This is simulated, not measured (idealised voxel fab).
The name of this process module is voxel fin reveal.
Pictured: cross-section cut, 300 nm wide, on a grid of 5 nm square cells.
Cross-section format: a grid of square cells, given as bands from top to bottom; each band is one or more rows of cells.
Top height, bottom height, nm. Materials left to right, width each, nm. Single material + "all across" = fills band edge to edge. "blank" = empty.
Note: height 0 marks the level under which the wafer is uniformly one material as received. Lowest band unbounded below, written "z 0 and below".
Note: "30..40" means the width goes from the first number (top row of the band) to the second number (bottom row) in equal steps per row of cells.
It should be understood that the words "no change", when stated for a given step, signify that the cross-section underwent no change in any of its cells during that step.
"Closed void table" enumerates empty spaces isolated from the top, with no open way to it, that contain at least 8 cells, giving each as width x height at distance from the left edge, all three in nm.
If you see something after the settings on a step's line, that's the simulator's own remark about that step.
overlay nm: right-of-plan distance of the mask on a masked step; negative values mean left-of-plan.

PLAN
1) RECEIVE with material Si
2) CONFORMAL_DEP with material SiN, thk nm 10
3) PATTERN with tone cover, mask id FINS, material resist, width nm 15, pitch nm 35, thk nm 15, overlay nm 0
4) DIRECTIONAL_ETCH with etch materials SiN, depth nm 10
5) DIRECTIONAL_ETCH with etch materials Si, depth nm 35
6) STRIP with etch materials resist
7) FILL_DEP with material SiO2, thk nm 10
8) CMP with height nm 10
9) SELECTIVE_ETCH with etch materials SiO2, depth nm 35
10) STRIP with etch materials SiN
11) CONFORMAL_DEP with material SiO2, thk nm 5

WAFER AS RECEIVED: CROSS-SECTION FOLLOWING STEP 1
* z 0 and below = Si all across
* Closed void table: none

END-OF-MODULE XS, FIRST OF TWO WAFERS, RUN AS PLANNED
* z 5 to 0 = blank 100, SiO2 25, blank 10, SiO2 25, blank 10, SiO2 25, blank 105
* z 0 to -20 = blank 100, SiO2 5, Si 15, SiO2 5, blank 10, SiO2 5, Si 15, SiO2 5, blank 10, SiO2 5, Si 15, SiO2 5, blank 105
* z -20 to -35 = SiO2 105, Si 15, SiO2 20, Si 15, SiO2 20, Si 15, SiO2 110
* z -35 and below = Si all across
* Closed void table: none

CROSS-SECTION, SECOND WAFER: SAME START AS THE FIRST, SAME PLAN AS THE FIRST, ONE MISTAKE IN RUNNING IT; TAKEN AT THE END OF THE MODULE
* z 5 to 0 = blank 100, SiO2 25, blank 10, SiO2 25, blank 10, SiO2 25, blank 105
* z 0 to -20 = blank 100, SiO2 5, Si 15, SiO2 5, blank 10, SiO2 5, Si 15, SiO2 5, blank 10, SiO2 5, Si 15, SiO2 5, blank 105
* z -20 to -25 = SiO2 105, Si 15, SiO2 20, Si 15, SiO2 20, Si 15, SiO2 110
* z -25 and below = Si all across
* Closed void table: none
It is concluded that the wafer was processed incorrectly with respect to the plan, in that step 5 went in with a setting other than planned; the actual run was DIRECTIONAL_ETCH with etch materials Si, depth nm 25
In the final state, the cell counts of the second wafer exceed or fall short of those of the first for the following materials: 102 more of Si; 102 fewer of SiO2
